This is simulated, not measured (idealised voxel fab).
Process module name: voxel wiring stack
In the cross-section labelled cut, the width is 240 nm and each square cell is 5 nm.
Bands, listed from the top down, are how a cross-section gets written in this document; the cross-section itself is a grid of square cells, and a band is one or more rows of them.
In this notation a band is specified by the heights of its top and bottom, in that order and in nm, after which its materials appear from left to right, each paired with its width in nm. The word "everywhere" attached to a single material means that material fills the band from edge to edge; the word "air" stands for empty space.
The reference from which all heights are counted is 0, the level beneath which the as-received wafer is entirely one material; the lowest band, having no lower bound, proceeds downward and is written after the example "0..down".
Per-row width for "30..40": begins at first number (top row of band), ends at second number (bottom row), increment between rows held constant.
Given "stayed the same" for a step, no cell of the cross-section differs between before and after that step.
If an empty space has no open way to the top and is at least 8 cells in size, "Closed voids list" lists it, written width x height at distance, where distance is measured from the left edge and every value is in nm.
If you see something after the settings on a step's line, that's the simulator's own remark about that step.
overlay nm: for a step with a mask, the amount by which the mask lay right of where it was planned; a negative amount means left of it.

## So here's the lineup of process steps we planned
- 1: RECEIVE,material Si
- 2: CONFORMAL_DEP,material SiO2,thk nm 15
- 3: CONFORMAL_DEP,material SiCN,thk nm 5
- 4: DIRECTIONAL_DEP,material lowk,thk nm 20
- 5: PATTERN,tone open,mask id METAL_1,material resist,width nm 20,pitch nm 45,thk nm 15,overlay nm 0
- 6: DIRECTIONAL_ETCH,etch materials lowk,depth nm 20
- 7: DIRECTIONAL_ETCH,etch materials SiCN,depth nm 5
- 8: STRIP,etch materials resist
- 9: CONFORMAL_DEP,material TiN,thk nm 5
- 10: FILL_DEP,material Cu,thk nm 10
- 11: CMP,height nm 40
- 12: EPI,material Ru,thk nm 5
- 13: FILL_DEP,material SiCN,thk nm 5
- 14: DIRECTIONAL_DEP,material SiO2,thk nm 25
- 15: MASKED_ETCH,tone open,mask id METAL_2,width nm 20,pitch nm 45,etch materials SiO2,depth nm 15,overlay nm 0
- 16: PATTERN,tone open,mask id METAL_2_HOLES,material resist,width nm 15,pitch nm 45,thk nm 20,overlay nm 0
- 17: DIRECTIONAL_ETCH,etch materials SiO2,depth nm 10
- 18: DIRECTIONAL_ETCH,etch materials SiCN,depth nm 5
- 19: STRIP,etch materials resist
- 20: CONFORMAL_DEP,material TiN,thk nm 5
- 21: FILL_DEP,material Cu,thk nm 10
- 22: CMP,height nm 75
- 23: CONFORMAL_DEP,material SiCN,thk nm 5
- 24: DIRECTIONAL_DEP,material SiO2,thk nm 30
- 25: PATTERN,tone open,mask id METAL_3,material resist,width nm 20,pitch nm 45,thk nm 20,overlay nm 0
- 26: DIRECTIONAL_ETCH,etch materials SiO2,depth nm 20
- 27: STRIP,etch materials resist
- 28: MASKED_ETCH,tone open,mask id METAL_3_HOLES,width nm 15,pitch nm 45,etch materials SiO2,depth nm 10,overlay nm 0
- 29: MASKED_ETCH,tone open,mask id METAL_3_HOLES,width nm 15,pitch nm 45,etch materials SiCN,depth nm 5,overlay nm 0
- 30: CONFORMAL_DEP,material TiN,thk nm 5
- 31: FILL_DEP,material Cu,thk nm 10
- 32: CMP,height nm 110
- 33: CONFORMAL_DEP,material SiCN,thk nm 5

## Cross-section of the wafer as it came to us, i.e., already through step 1
	0..down  Si everywhere
	Closed voids list: none

## Run as planned - first of the two wafers cross-sectioned at the end of the module
	115..110  SiCN everywhere
	110..95  SiO2: 65, TiN: 5, Cu: 10, TiN: 5, SiO2: 25, TiN: 5, Cu: 10, TiN: 5, SiO2: 25, TiN: 5, Cu: 10, TiN: 5, SiO2: 65
	95..90  SiO2: 65, TiN: 5, Cu: 5, TiN: 10, SiO2: 25, TiN: 5, Cu: 5, TiN: 10, SiO2: 25, TiN: 5, Cu: 5, TiN: 10, SiO2: 65
	90..80  SiO2: 65, TiN: 5, Cu: 5, TiN: 5, SiO2: 30, TiN: 5, Cu: 5, TiN: 5, SiO2: 30, TiN: 5, Cu: 5, TiN: 5, SiO2: 70
	80..75  SiCN: 65, TiN: 15, SiCN: 30, TiN: 15, SiCN: 30, TiN: 15, SiCN: 70
	75..65  SiO2: 65, TiN: 5, Cu: 10, TiN: 5, SiO2: 25, TiN: 5, Cu: 10, TiN: 5, SiO2: 25, TiN: 5, Cu: 10, TiN: 5, SiO2: 65
	65..60  SiO2: 65, TiN: 5, Cu: 5, TiN: 10, SiO2: 25, TiN: 5, Cu: 5, TiN: 10, SiO2: 25, TiN: 5, Cu: 5, TiN: 10, SiO2: 65
	60..50  SiO2: 65, TiN: 5, Cu: 5, TiN: 5, SiO2: 30, TiN: 5, Cu: 5, TiN: 5, SiO2: 30, TiN: 5, Cu: 5, TiN: 5, SiO2: 70
	50..45  SiCN: 65, TiN: 15, SiCN: 30, TiN: 15, SiCN: 30, TiN: 15, SiCN: 70
	45..40  SiCN: 60, Ru: 30, SiCN: 15, Ru: 30, SiCN: 15, Ru: 30, SiCN: 60
	40..20  lowk: 65, TiN: 5, Cu: 10, TiN: 5, lowk: 25, TiN: 5, Cu: 10, TiN: 5, lowk: 25, TiN: 5, Cu: 10, TiN: 5, lowk: 65
	20..15  SiCN: 65, TiN: 20, SiCN: 25, TiN: 20, SiCN: 25, TiN: 20, SiCN: 65
	15..0  SiO2 everywhere
	0..down  Si everywhere
	Closed voids list: none

## Here is the second of the two wafers cut open at the end of the module - same start, same plan as the first one, but we made one mistake running it
	115..110  SiCN everywhere
	110..95  SiO2: 65, TiN: 5, Cu: 10, TiN: 5, SiO2: 25, TiN: 5, Cu: 10, TiN: 5, SiO2: 25, TiN: 5, Cu: 10, TiN: 5, SiO2: 65
	95..90  SiO2: 65, TiN: 5, Cu: 5, TiN: 10, SiO2: 25, TiN: 5, Cu: 5, TiN: 10, SiO2: 25, TiN: 5, Cu: 5, TiN: 10, SiO2: 65
	90..80  SiO2: 65, TiN: 5, Cu: 5, TiN: 5, SiO2: 30, TiN: 5, Cu: 5, TiN: 5, SiO2: 30, TiN: 5, Cu: 5, TiN: 5, SiO2: 70
	80..75  SiCN: 65, TiN: 15, SiCN: 30, TiN: 15, SiCN: 30, TiN: 15, SiCN: 70
	75..65  SiO2: 65, TiN: 5, Cu: 10, TiN: 5, SiO2: 25, TiN: 5, Cu: 10, TiN: 5, SiO2: 25, TiN: 5, Cu: 10, TiN: 5, SiO2: 65
	65..55  SiO2: 65, TiN: 5, Cu: 5, TiN: 10..5, SiO2: 25..30, TiN: 5, Cu: 5, TiN: 10..5, SiO2: 25..30, TiN: 5, Cu: 5, TiN: 10..5, SiO2: 65..70
	55..50  SiO2: 65, TiN: 15, SiO2: 30, TiN: 15, SiO2: 30, TiN: 15, SiO2: 70
	50..45  Cu everywhere
	45..40  Cu: 60, Ru: 30, Cu: 15, Ru: 30, Cu: 15, Ru: 30, Cu: 60
	40..20  lowk: 65, TiN: 5, Cu: 10, TiN: 5, lowk: 25, TiN: 5, Cu: 10, TiN: 5, lowk: 25, TiN: 5, Cu: 10, TiN: 5, lowk: 65
	20..15  SiCN: 65, TiN: 20, SiCN: 25, TiN: 20, SiCN: 25, TiN: 20, SiCN: 65
	15..0  SiO2 everywhere
	0..down  Si everywhere
	Closed voids list: none
What was done differently from what was planned? step 13 went in with a setting other than planned; the actual run was FILL_DEP,material Cu,thk nm 5
Looking at both finished wafers in cells, the second ends up ahead of or behind the first on some materials: Cu +75, SiCN -69, TiN -6
